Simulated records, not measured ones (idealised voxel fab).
Presented below is a process module, voxel local oxidation.
The cross-section shown here is cut; it is 280 nm wide and divided into square cells measuring 5 nm on a side.
For the purposes of this document, a cross-section shall be understood as a grid of square cells, specified as bands listed in top-to-bottom order, each band consisting of one or more rows of cells.
A band entry consists of two parts. The first gives the height of the band's top and the height of its bottom, in nm. The rest lists the band's materials from left to right, each with its width in nm. A single material labelled with the word "all across" fills the band from edge to edge, and the word "air" marks empty space.
Height reference: 0 = level under which incoming wafer is all one material. Lowest band: no bottom, runs on downward, e.g. "top 0, no bottom".
With a width like "30 to 40", each row of cells in the band differs from the next by the same amount, the top row carrying the first number and the bottom row the second.
What does "no alterations made" mean for a step? It means no cell of the cross-section changed in that step.
For the entry "Closed cavities", the listed items are empty spaces with no open way to the top whose size is 8 cells or more; each item follows the pattern width x height at distance, where distance is from the left edge and all three are in nm.
Read whatever lies past the settings on a step's line as the simulator's own remark about the step.
If you see "overlay nm" on a step's line and that step has a mask, it's telling you how far right of where it was planned the mask ended up; a negative number means it went left instead.

The following list gives the planned process steps:
1: op RECEIVE | material Si
2: op CONFORMAL_DEP | material SiO2 | thk nm 5
3: op CONFORMAL_DEP | material SiN | thk nm 15
4: op PATTERN | tone cover | mask id ACTIVE | material resist | width nm 95 | thk nm 15 | overlay nm 0
5: op DIRECTIONAL_ETCH | etch materials SiN | depth nm 15
6: op STRIP | etch materials resist
7: op SELECTIVE_ETCH | etch materials SiO2 | depth nm 5
8: op OXIDIZE | depth nm 15
9: op STRIP | etch materials SiN

Cross-section, incoming material, after step 1:
	top 0, no bottom  Si all across
	Closed cavities: none

Run as planned - first of the two wafers cross-sectioned at the end of the module:
	top 5, bottom 0  air 95 nm; SiO2 85 nm; air 100 nm
	top 0, bottom -15  SiO2 110 nm; Si 55 nm; SiO2 115 nm
	top -15, no bottom  Si all across
	Closed cavities: none

End-of-module cross-section of the second wafer: identical starting point and process plan to the first, with one processing mistake:
	top 5, bottom 0  air 95 nm; SiO2 90 nm; air 95 nm
	top 0, bottom -15  SiO2 110 nm; Si 60 nm; SiO2 110 nm
	top -15, no bottom  Si all across
	Closed cavities: none
What was done differently from what was planned? step 4, actual vs plan mismatch, actual run op PATTERN | tone cover | mask id ACTIVE | material resist | width nm 100 | thk nm 15 | overlay nm 0
At the finish, the second wafer shows more or fewer cells for some materials than the first does: Si: 3 more, SiO2: 2 fewer
